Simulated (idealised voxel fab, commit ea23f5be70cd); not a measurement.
process module | voxel released beams
For reference, the cross-section in this document is cut, with width 255 nm and square cells of 5 nm.
Cross-section = grid of square cells, listed top down in bands; band = one or more rows.
What a band's entry tells you: where the top is and where the bottom is, as heights in nm, and after that what lies inside, material by material from left to right, each with its width in nm. Empty space is written as the word "air", and a single material marked with the word "throughout" occupies the band from edge to edge.
We count height from 0. Below that, the starting wafer is all one material. The lowest band never ends at the bottom but goes on down; see "0 -> down" for how that is written.
It should be noted that a width expressed as "30 to 40" varies in equal increments from row to row of cells within the band, taking the value of the first number at the top row and that of the second number at the bottom row.
What does "remains unaltered" mean for a step? It means no cell of the cross-section changed in that step.
Reported under the label "Cavities, sealed" are the empty spaces having no open way to the top and comprising 8 cells or more; the notation for each is width x height at distance, in which the distance is measured from the left edge and all three values are in nm.
What comes after the settings on a step's line is commentary from the simulator itself on that step.
The setting "overlay nm" may be written on the line of a step. When the step uses a mask, the value reports how far to the right of the planned place the mask lay, and a negative value reports that it lay to the left.

**Listed below are the process steps as planned**
| 1 | RECEIVE with material Si |
| 2 | CONFORMAL_DEP with material SiN, thk nm 5 |
| 3 | DIRECTIONAL_DEP with material SiO2, thk nm 15 |
| 4 | DIRECTIONAL_DEP with material aC, thk nm 10 |
| 5 | PATTERN with tone open, mask id ANCHOR, material resist, width nm 35, thk nm 30, overlay nm 0 |
| 6 | DIRECTIONAL_ETCH with etch materials aC, depth nm 10 |
| 7 | STRIP with etch materials resist |
| 8 | DIRECTIONAL_ETCH with etch materials SiO2, depth nm 15 |
| 9 | STRIP with etch materials aC |
| 10 | CONFORMAL_DEP with material TiN, thk nm 15 |
| 11 | DIRECTIONAL_DEP with material aC, thk nm 10 |
| 12 | PATTERN with tone cover, mask id BEAM, material resist, width nm 80, thk nm 25, overlay nm 0 |
| 13 | DIRECTIONAL_ETCH with etch materials aC, depth nm 10 |
| 14 | STRIP with etch materials resist |
| 15 | DIRECTIONAL_ETCH with etch materials TiN, depth nm 15 |
| 16 | STRIP with etch materials aC |
| 17 | STRIP with etch materials SiO2 |

**as received, after step 1**
    0 -> down  Si throughout
    Cavities, sealed: none

**Final cross-section, module run with one mistake (start and plan as above)**
    30 -> 15  85 nm air  20 nm TiN  5 nm air  55 nm TiN  90 nm air
    15 -> 0  90 nm air  35 nm TiN  130 nm air
    0 -> down  Si throughout
    Cavities, sealed: none
Which mistake was made when the wafer was run? with respect to the plan, step 2 was omitted and not executed
